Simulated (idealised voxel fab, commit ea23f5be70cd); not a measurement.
Module name: voxel ribs on slabs (process module)
We display cut, a cross-section 235 nm in width whose square cells are each 5 nm.
Bands, listed from the top down, are how a cross-section gets written in this document; the cross-section itself is a grid of square cells, and a band is one or more rows of them.
Heights first: top, then bottom, in nm. Then materials, left to right, each with a width in nm. "full width" on a single material: fills the band edge to edge. "empty": empty space.
Below 0: as-received wafer, all one material; heights counted from there. Lowest band: no bottom, goes on down, written "0 and below".
A width such as "30..40" changes by the same amount from each row of cells to the next, from the band's top row to its bottom row.
When a step is marked "nothing altered", none of the cells in the cross-section changed during that step.
Any empty space of 8 cells or more lacking an open way to the top shows up in "Sealed internal voids" as width x height at distance, distance from the left edge, in nm.
Whatever follows a step's settings on its line is a remark the simulator itself makes about that step.
Regarding "overlay nm": on a step with a mask, it is the distance the mask lay to the right of its planned place; a negative value places it to the left.

The process steps that were planned are listed below
- 1: RECEIVE,material Si
- 2: DIRECTIONAL_DEP,material SiO2,thk nm 20
- 3: DIRECTIONAL_DEP,material polySi,thk nm 15
- 4: DIRECTIONAL_DEP,material aC,thk nm 15
- 5: PATTERN,tone cover,mask id RIB,material resist,width nm 30,thk nm 30,overlay nm 0
- 6: DIRECTIONAL_ETCH,etch materials aC,depth nm 15
- 7: STRIP,etch materials resist
- 8: DIRECTIONAL_ETCH,etch materials polySi,depth nm 5
- 9: STRIP,etch materials aC
- 10: MASKED_ETCH,tone cover,mask id SLAB,width nm 80,etch materials polySi,depth nm 10,overlay nm 0
- 11: FILL_DEP,material SiO2,thk nm 30
- 12: CMP,height nm 55
- 13: DIRECTIONAL_DEP,material W,thk nm 5
- 14: DIRECTIONAL_DEP,material aC,thk nm 15
- 15: PATTERN,tone cover,mask id HEATER,material resist,width nm 40,thk nm 30,overlay nm 0
- 16: DIRECTIONAL_ETCH,etch materials aC,depth nm 15
- 17: STRIP,etch materials resist
- 18: DIRECTIONAL_ETCH,etch materials W,depth nm 5
- 19: STRIP,etch materials aC
- 20: CONFORMAL_DEP,material SiO2,thk nm 5

What follows covers the first of two wafers; it ran as planned

Wafer at receipt (post step 1), cross-section
* 0 and below  Si full width
* Sealed internal voids: none

Wafer xsec, post step 2
* 20 down to 0  SiO2 full width
* Everything under 0 stays put, no change at all.

Wafer xsec, post step 3
* 35 down to 20  polySi full width
* Everything under 20 stays put, no change at all.

Wafer xsec, post step 4
* 50 down to 35  aC full width
* Everything under 35 stays put, no change at all.

Wafer xsec, post step 5
* 80 down to 50  100 of empty; 30 of resist; 105 of empty
* Everything under 50 stays put, no change at all.

Wafer xsec, post step 6
* 65 down to 50  100 of empty; 30 of resist; 105 of empty
* 50 down to 35  100 of empty; 30 of aC; 105 of empty
* Everything under 35 stays put, no change at all.

Wafer xsec, post step 7
* 50 down to 35  100 of empty; 30 of aC; 105 of empty
* Everything under 35 stays put, no change at all.

Wafer xsec, post step 8
* 50 down to 35  100 of empty; 30 of aC; 105 of empty
* 35 down to 30  100 of empty; 30 of polySi; 105 of empty
* Everything under 30 stays put, no change at all.

Wafer xsec, post step 9
* 35 down to 30  100 of empty; 30 of polySi; 105 of empty
* Everything under 30 stays put, no change at all.

Wafer xsec, post step 10
* 35 down to 30  100 of empty; 30 of polySi; 105 of empty
* 30 down to 20  75 of empty; 80 of polySi; 80 of empty
* Everything under 20 stays put, no change at all.

Wafer xsec, post step 11
* 65 down to 35  SiO2 full width
* 35 down to 30  100 of SiO2; 30 of polySi; 105 of SiO2
* 30 down to 20  75 of SiO2; 80 of polySi; 80 of SiO2
* Everything under 20 stays put, no change at all.

Wafer xsec, post step 12
* 55 down to 35  SiO2 full width
* Everything under 35 stays put, no change at all.

Wafer xsec, post step 13
* 60 down to 55  W full width
* Everything under 55 stays put, no change at all.

Wafer xsec, post step 14
* 75 down to 60  aC full width
* Everything under 60 stays put, no change at all.

Wafer xsec, post step 15
* 105 down to 75  95 of empty; 40 of resist; 100 of empty
* Everything under 75 stays put, no change at all.

Wafer xsec, post step 16
* 90 down to 75  95 of empty; 40 of resist; 100 of empty
* 75 down to 60  95 of empty; 40 of aC; 100 of empty
* Everything under 60 stays put, no change at all.

Wafer xsec, post step 17
* 75 down to 60  95 of empty; 40 of aC; 100 of empty
* Everything under 60 stays put, no change at all.

Wafer xsec, post step 18
* 75 down to 60  95 of empty; 40 of aC; 100 of empty
* 60 down to 55  95 of empty; 40 of W; 100 of empty
* Everything under 55 stays put, no change at all.

Wafer xsec, post step 19
* 60 down to 55  95 of empty; 40 of W; 100 of empty
* Everything under 55 stays put, no change at all.

Wafer xsec, post step 20
* 65 down to 60  90 of empty; 50 of SiO2; 95 of empty
* 60 down to 55  95 of SiO2; 40 of W; 100 of SiO2
* Everything under 55 stays put, no change at all.

It is to be noted that the second wafer proceeded from the same initial state and according to the same plan as the first, although one mistake was committed in its execution; through step 1, inclusive, the two wafers share an identical history

when step 2 should have ended
* 15 down to 0  polySi full width
* Everything under 0 stays put, no change at all.

when step 3 should have ended
* 35 down to 15  SiO2 full width
* Everything under 15 stays put, no change at all.

when step 4 should have ended
* 50 down to 35  aC full width
* Everything under 35 stays put, no change at all.

when step 5 should have ended
* 80 down to 50  100 of empty; 30 of resist; 105 of empty
* Everything under 50 stays put, no change at all.

when step 6 should have ended
* 65 down to 50  100 of empty; 30 of resist; 105 of empty
* 50 down to 35  100 of empty; 30 of aC; 105 of empty
* Everything under 35 stays put, no change at all.

when step 7 should have ended
* 50 down to 35  100 of empty; 30 of aC; 105 of empty
* Everything under 35 stays put, no change at all.

when step 8 should have ended: nothing altered

when step 9 should have ended
* 35 down to 15  SiO2 full width
* Everything under 15 stays put, no change at all.

when step 10 should have ended: nothing altered

when step 11 should have ended
* 65 down to 15  SiO2 full width
* Everything under 15 stays put, no change at all.

when step 12 should have ended
* 55 down to 15  SiO2 full width
* Everything under 15 stays put, no change at all.

when step 13 should have ended
* 60 down to 55  W full width
* Everything under 55 stays put, no change at all.

when step 14 should have ended
* 75 down to 60  aC full width
* Everything under 60 stays put, no change at all.

when step 15 should have ended
* 105 down to 75  95 of empty; 40 of resist; 100 of empty
* Everything under 75 stays put, no change at all.

when step 16 should have ended
* 90 down to 75  95 of empty; 40 of resist; 100 of empty
* 75 down to 60  95 of empty; 40 of aC; 100 of empty
* Everything under 60 stays put, no change at all.

when step 17 should have ended
* 75 down to 60  95 of empty; 40 of aC; 100 of empty
* Everything under 60 stays put, no change at all.

when step 18 should have ended
* 75 down to 60  95 of empty; 40 of aC; 100 of empty
* 60 down to 55  95 of empty; 40 of W; 100 of empty
* Everything under 55 stays put, no change at all.

when step 19 should have ended
* 60 down to 55  95 of empty; 40 of W; 100 of empty
* Everything under 55 stays put, no change at all.

when step 20 should have ended
* 65 down to 60  90 of empty; 50 of SiO2; 95 of empty
* 60 down to 55  95 of SiO2; 40 of W; 100 of SiO2
* Everything under 55 stays put, no change at all.
So what did we get wrong on this run? plan vs actual: 2 and 3 interchanged
Final wafer comparison in cells, second versus first, more or fewer per material: -103 SiO2 | +103 polySi
